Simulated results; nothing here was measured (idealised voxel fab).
This is a process module. Its name is voxel self aligned contacts.
In the cross-section labelled cut, the width is 170 nm and each square cell is 5 nm.
Format of a cross-section: grid, square cells. Given as bands. Order: top down. Band: one or more rows of cells. Read a band's entry like this: the first values are the height of its top and the height of its bottom in nm, and what follows is the sequence of materials from left to right, each with its width in nm. Note that "blank" is empty space, and that a single material marked "all across" reaches across the band from edge to edge. A quick word on heights: they are counted from 0, and under that level the wafer as it came to us is one material throughout. The lowest band is different from the rest in having no bottom; it simply continues downward, written as in "from 0 down". Note: "30..40" means the width goes from the first number (top row of the band) to the second number (bottom row) in equal steps per row of cells. Basically "no modifications" means that step didn't change any cell in the cross-section. This entry, "Entrapped voids", enumerates those empty regions of no fewer than 8 cells that possess no open connection to the top. Each region is reported in the form width x height at distance, the distance being taken from the left edge, with all three quantities expressed in nm. Whatever follows a step's settings on its line is a remark the simulator itself makes about that step. overlay nm: mask offset rightward from planned place, masked step; negative means leftward offset.

**Intended process steps**
1. RECEIVE (material Si)
2. CONFORMAL_DEP (material SiO2; thk nm 5)
3. DIRECTIONAL_DEP (material polySi; thk nm 30)
4. DIRECTIONAL_DEP (material SiN; thk nm 25)
5. MASKED_ETCH (tone cover; mask id GATE; width nm 30; pitch nm 70; etch materials SiN; depth nm 25; overlay nm 0)
6. MASKED_ETCH (tone cover; mask id GATE; width nm 30; pitch nm 70; etch materials polySi; depth nm 30; overlay nm 0)
7. CONFORMAL_DEP (material SiN; thk nm 10)
8. DIRECTIONAL_ETCH (etch materials SiN; depth nm 10)
9. FILL_DEP (material SiO2; thk nm 10)
10. CMP (height nm 65)
11. DIRECTIONAL_DEP (material aC; thk nm 15)
12. PATTERN (tone open; mask id CONTACT; material resist; width nm 50; thk nm 35; overlay nm 0)
13. DIRECTIONAL_ETCH (etch materials aC; depth nm 15)
14. STRIP (etch materials resist)
15. DIRECTIONAL_ETCH (etch materials SiO2; depth nm 65)
16. STRIP (etch materials aC)
17. CONFORMAL_DEP (material TiN; thk nm 5)
18. FILL_DEP (material W; thk nm 5)
19. CMP (height nm 65)
20. CONFORMAL_DEP (material SiN; thk nm 5)

**The first wafer of two, processed as planned**

**Step 1 complete: cross-section of the wafer as received**
    from 0 down: Si all across
    Entrapped voids: none

**The wafer in cross-section once step 2 is complete**
    from 5 to 0: SiO2 all across
    Under the height 0 nothing was changed.

**The wafer in cross-section once step 3 is complete**
    from 35 to 5: polySi all across
    Under the height 5 nothing was changed.

**The wafer in cross-section once step 4 is complete**
    from 60 to 35: SiN all across
    Under the height 35 nothing was changed.

**The wafer in cross-section once step 5 is complete**
    from 60 to 35: 35 blank, 30 SiN, 40 blank, 30 SiN, 35 blank
    Under the height 35 nothing was changed.

**The wafer in cross-section once step 6 is complete**
    from 60 to 35: 35 blank, 30 SiN, 40 blank, 30 SiN, 35 blank
    from 35 to 5: 35 blank, 30 polySi, 40 blank, 30 polySi, 35 blank
    Under the height 5 nothing was changed.

**The wafer in cross-section once step 7 is complete**
    from 70 to 35: 25 blank, 50 SiN, 20 blank, 50 SiN, 25 blank
    from 35 to 15: 25 blank, 10 SiN, 30 polySi, 10 SiN, 20 blank, 10 SiN, 30 polySi, 10 SiN, 25 blank
    from 15 to 5: 35 SiN, 30 polySi, 40 SiN, 30 polySi, 35 SiN
    Under the height 5 nothing was changed.

**The wafer in cross-section once step 8 is complete**
    from 60 to 35: 25 blank, 50 SiN, 20 blank, 50 SiN, 25 blank
    from 35 to 5: 25 blank, 10 SiN, 30 polySi, 10 SiN, 20 blank, 10 SiN, 30 polySi, 10 SiN, 25 blank
    Under the height 5 nothing was changed.

**The wafer in cross-section once step 9 is complete**
    from 70 to 60: SiO2 all across
    from 60 to 35: 25 SiO2, 50 SiN, 20 SiO2, 50 SiN, 25 SiO2
    from 35 to 5: 25 SiO2, 10 SiN, 30 polySi, 10 SiN, 20 SiO2, 10 SiN, 30 polySi, 10 SiN, 25 SiO2
    Under the height 5 nothing was changed.

**The wafer in cross-section once step 10 is complete**
    from 65 to 60: SiO2 all across
    Under the height 60 nothing was changed.

**The wafer in cross-section once step 11 is complete**
    from 80 to 65: aC all across
    Under the height 65 nothing was changed.

**The wafer in cross-section once step 12 is complete**
    from 115 to 80: 60 resist, 50 blank, 60 resist
    Under the height 80 nothing was changed.

**The wafer in cross-section once step 13 is complete**
    from 100 to 80: 60 resist, 50 blank, 60 resist
    from 80 to 65: 60 aC, 50 blank, 60 aC
    Under the height 65 nothing was changed.

**The wafer in cross-section once step 14 is complete**
    from 80 to 65: 60 aC, 50 blank, 60 aC
    Under the height 65 nothing was changed.

**The wafer in cross-section once step 15 is complete**
    from 80 to 65: 60 aC, 50 blank, 60 aC
    from 65 to 60: 60 SiO2, 50 blank, 60 SiO2
    from 60 to 35: 25 SiO2, 50 SiN, 20 blank, 50 SiN, 25 SiO2
    from 35 to 5: 25 SiO2, 10 SiN, 30 polySi, 10 SiN, 20 blank, 10 SiN, 30 polySi, 10 SiN, 25 SiO2
    from 5 to 0: 75 SiO2, 20 blank, 75 SiO2
    Under the height 0 nothing was changed.

**The wafer in cross-section once step 16 is complete**
    from 65 to 60: 60 SiO2, 50 blank, 60 SiO2
    Under the height 60 nothing was changed.

**The wafer in cross-section once step 17 is complete**
    from 70 to 65: 65 TiN, 40 blank, 65 TiN
    from 65 to 60: 60 SiO2, 20 TiN, 10 blank, 20 TiN, 60 SiO2
    from 60 to 35: 25 SiO2, 50 SiN, 5 TiN, 10 blank, 5 TiN, 50 SiN, 25 SiO2
    from 35 to 5: 25 SiO2, 10 SiN, 30 polySi, 10 SiN, 5 TiN, 10 blank, 5 TiN, 10 SiN, 30 polySi, 10 SiN, 25 SiO2
    from 5 to 0: 75 SiO2, 20 TiN, 75 SiO2
    Under the height 0 nothing was changed.

**The wafer in cross-section once step 18 is complete**
    from 75 to 70: W all across
    from 70 to 65: 65 TiN, 40 W, 65 TiN
    from 65 to 60: 60 SiO2, 20 TiN, 10 W, 20 TiN, 60 SiO2
    from 60 to 35: 25 SiO2, 50 SiN, 5 TiN, 10 W, 5 TiN, 50 SiN, 25 SiO2
    from 35 to 5: 25 SiO2, 10 SiN, 30 polySi, 10 SiN, 5 TiN, 10 W, 5 TiN, 10 SiN, 30 polySi, 10 SiN, 25 SiO2
    Under the height 5 nothing was changed.

**The wafer in cross-section once step 19 is complete**
    from 65 to 60: 60 SiO2, 20 TiN, 10 W, 20 TiN, 60 SiO2
    Under the height 60 nothing was changed.

**The wafer in cross-section once step 20 is complete**
    from 70 to 65: SiN all across
    Under the height 65 nothing was changed.

**second wafer: like start, like plan, one mistake. Through step 3 it matches the first wafer**

**Cross-section, second wafer, at the end time the plan gives for step 4**
    from 60 to 35: W all across
    Under the height 35 nothing was changed.

Cross-section, second wafer, at the end time the plan gives for step 5: no modifications

Cross-section, second wafer, at the end time the plan gives for step 6: no modifications

**Cross-section, second wafer, at the end time the plan gives for step 7**
    from 70 to 60: SiN all across
    Under the height 60 nothing was changed.

**Cross-section, second wafer, at the end time the plan gives for step 8**
    from 60 to 35: W all across
    Under the height 35 nothing was changed.

**Cross-section, second wafer, at the end time the plan gives for step 9**
    from 70 to 60: SiO2 all across
    Under the height 60 nothing was changed.

**Cross-section, second wafer, at the end time the plan gives for step 10**
    from 65 to 60: SiO2 all across
    Under the height 60 nothing was changed.

**Cross-section, second wafer, at the end time the plan gives for step 11**
    from 80 to 65: aC all across
    Under the height 65 nothing was changed.

**Cross-section, second wafer, at the end time the plan gives for step 12**
    from 115 to 80: 60 resist, 50 blank, 60 resist
    Under the height 80 nothing was changed.

**Cross-section, second wafer, at the end time the plan gives for step 13**
    from 100 to 80: 60 resist, 50 blank, 60 resist
    from 80 to 65: 60 aC, 50 blank, 60 aC
    Under the height 65 nothing was changed.

**Cross-section, second wafer, at the end time the plan gives for step 14**
    from 80 to 65: 60 aC, 50 blank, 60 aC
    Under the height 65 nothing was changed.

**Cross-section, second wafer, at the end time the plan gives for step 15**
    from 80 to 65: 60 aC, 50 blank, 60 aC
    from 65 to 60: 60 SiO2, 50 blank, 60 SiO2
    Under the height 60 nothing was changed.

**Cross-section, second wafer, at the end time the plan gives for step 16**
    from 65 to 60: 60 SiO2, 50 blank, 60 SiO2
    Under the height 60 nothing was changed.

**Cross-section, second wafer, at the end time the plan gives for step 17**
    from 70 to 65: 65 TiN, 40 blank, 65 TiN
    from 65 to 60: 60 SiO2, 50 TiN, 60 SiO2
    Under the height 60 nothing was changed.

**Cross-section, second wafer, at the end time the plan gives for step 18**
    from 75 to 70: W all across
    from 70 to 65: 65 TiN, 40 W, 65 TiN
    Under the height 65 nothing was changed.

**Cross-section, second wafer, at the end time the plan gives for step 19**
    from 65 to 60: 60 SiO2, 50 TiN, 60 SiO2
    Under the height 60 nothing was changed.

**Cross-section, second wafer, at the end time the plan gives for step 20**
    from 70 to 65: SiN all across
    Under the height 65 nothing was changed.
Misprocessing identified: step 4 did not use the planned setting and instead ran as DIRECTIONAL_DEP (material W; thk nm 25)
Cell-count delta at end, second wafer over first, by material: SiN: 148 fewer | SiO2: 106 fewer | TiN: 24 fewer | W: 146 more | polySi: 132 more
